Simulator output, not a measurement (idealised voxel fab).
The following is a process module called voxel self aligned contacts.
We display cut, a cross-section 155 nm in width whose square cells are each 5 nm.
Cross-sections here: square-cell grids, written as top-down lists of bands, a band being one or more rows of cells.
Band: top and bottom heights (nm) first, top before bottom; then materials from left to right, widths in nm. "edge to edge" marks a sole material filling the band edge to edge. "blank" denotes empty space.
A quick word on heights: they are counted from 0, and under that level the wafer as it came to us is one material throughout. The lowest band is different from the rest in having no bottom; it simply continues downward, written as in "0 down".
A width given as "30 to 40" starts at the first number in the band's top row and ends at the second number in its bottom row, shifting by an equal amount at every step from row to row.
"nothing different" for a step: no cell of the cross-section changed in that step.
The entry "Sealed void list" lists the empty spaces that cover at least 8 cells and have no open path to the top. Each is written as width x height at distance, where the distance is measured from the left edge and all three values are in nm.
On each step's line, the part that comes after the settings is the simulator's own comment on the step.
What "overlay nm" on a step's line means: if the step has a mask, that mask lay this far to the right of its planned place, or, when the value is negative, to the left.

Listed below are the process steps as planned:
1: RECEIVE: material Si
2: OXIDIZE: depth nm 5
3: DIRECTIONAL_DEP: material polySi, thk nm 30
4: DIRECTIONAL_DEP: material SiN, thk nm 15
5: PATTERN: tone cover, mask id GATE, material resist, width nm 25, pitch nm 50, thk nm 15, overlay nm 0
6: DIRECTIONAL_ETCH: etch materials SiN, depth nm 15
7: DIRECTIONAL_ETCH: etch materials polySi, depth nm 30
8: STRIP: etch materials resist
9: CONFORMAL_DEP: material SiN, thk nm 5
10: DIRECTIONAL_ETCH: etch materials SiN, depth nm 5
11: FILL_DEP: material SiO2, thk nm 15
12: CMP: height nm 50
13: PATTERN: tone open, mask id CONTACT, material resist, width nm 35, thk nm 20, overlay nm 0
14: DIRECTIONAL_ETCH: etch materials SiO2, depth nm 55
15: STRIP: etch materials resist
16: CONFORMAL_DEP: material TiN, thk nm 5
17: FILL_DEP: material Ru, thk nm 10
18: CMP: height nm 50
19: CONFORMAL_DEP: material SiCN, thk nm 5

Here's what the wafer looked like in cross-section when it arrived - that's after step 1:
	0 down = Si edge to edge
	Sealed void list: none

Starting wafer: above. Plan: above. Run: one mistake. Cross-section after the module: below:
	55 to 50 = SiCN edge to edge
	50 to 45 = SiO2 60, then TiN 35, then SiO2 60
	45 to 30 = SiO2 35, then SiN 40, then TiN 10, then SiN 40, then SiO2 30
	30 to 0 = SiO2 35, then SiN 5, then polySi 30, then SiN 5, then TiN 10, then SiN 5, then polySi 30, then SiN 5, then SiO2 30
	0 to -5 = SiO2 75, then TiN 10, then SiO2 70
	-5 down = Si edge to edge
	Sealed void list: none
what went wrong: step 5 ran with different settings than intended, the actual operation and settings being PATTERN: tone cover, mask id GATE, material resist, width nm 30, pitch nm 50, thk nm 15, overlay nm 0
